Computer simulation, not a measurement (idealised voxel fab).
Title: Process Module voxel ribs on slabs
Cross-sectional view cut (width: 150 nm; square cell size: 5 nm).
Each cross-section below is a grid of square cells, stated as bands in top-down order, with one or more rows of cells making up each band. Per band: top height and bottom height in nm, followed by the left-to-right materials and their widths in nm; "everywhere" marks a single material spanning edge to edge, "blank" marks empty space. Heights are measured from 0, the level below which the as-received wafer is all one material; the lowest band has no bottom and continues downward, written as in "z 0 and below". Width "30->40": first value at the band's top row of cells, second value at its bottom row, equal change from row to row. "nothing altered" -> step changed no cross-section cell. Closed empty spaces (no open way to the top) of 8 cells or more are what "Voids, sealed" lists, each as width x height at distance from the left edge, nm for all three. Note: text after step settings on the step line = simulator remark on that step. "overlay nm" denotes, for a step that has a mask, the displacement of the mask to the right of its planned place, with negative values corresponding to the left.
# List of planned process steps
| 1 | op RECEIVE | material Si |
| 2 | op DIRECTIONAL_DEP | material SiO2 | thk nm 25 |
| 3 | op DIRECTIONAL_DEP | material polySi | thk nm 15 |
| 4 | op DIRECTIONAL_DEP | material aC | thk nm 10 |
| 5 | op PATTERN | tone cover | mask id RIB | material resist | width nm 25 | thk nm 25 | overlay nm 0 |
| 6 | op DIRECTIONAL_ETCH | etch materials aC | depth nm 10 |
| 7 | op STRIP | etch materials resist |
| 8 | op DIRECTIONAL_ETCH | etch materials polySi | depth nm 10 |
| 9 | op STRIP | etch materials aC |
| 10 | op PATTERN | tone cover | mask id SLAB | material resist | width nm 85 | thk nm 20 | overlay nm 0 |
| 11 | op DIRECTIONAL_ETCH | etch materials polySi | depth nm 5 |
| 12 | op STRIP | etch materials resist |
| 13 | op FILL_DEP | material SiO2 | thk nm 25 |
| 14 | op CMP | height nm 60 |
| 15 | op DIRECTIONAL_DEP | material W | thk nm 5 |
| 16 | op DIRECTIONAL_DEP | material aC | thk nm 15 |
| 17 | op PATTERN | tone cover | mask id HEATER | material resist | width nm 35 | thk nm 30 | overlay nm 0 |
| 18 | op DIRECTIONAL_ETCH | etch materials aC | depth nm 15 |
| 19 | op STRIP | etch materials resist |
| 20 | op DIRECTIONAL_ETCH | etch materials W | depth nm 5 |
| 21 | op STRIP | etch materials aC |
| 22 | op CONFORMAL_DEP | material SiO2 | thk nm 5 |
# Received-state cross-section, reflecting completion of step 1
	z 0 and below | Si everywhere
	Voids, sealed: none
# What the wafer looks like in cross-section after this module, when it starts as shown above and follows the plan above but one mistake is made in running it
	z 70 to 65 | blank (50) / SiO2 (45) / blank (55)
	z 65 to 60 | SiO2 (55) / W (35) / SiO2 (60)
	z 60 to 40 | SiO2 everywhere
	z 40 to 35 | SiO2 (30) / polySi (85) / SiO2 (35)
	z 35 to 25 | aC everywhere
	z 25 to 0 | SiO2 everywhere
	z 0 and below | Si everywhere
	Voids, sealed: none
Short version of what went wrong: transposition of steps 3 and 4 relative to the planned sequence
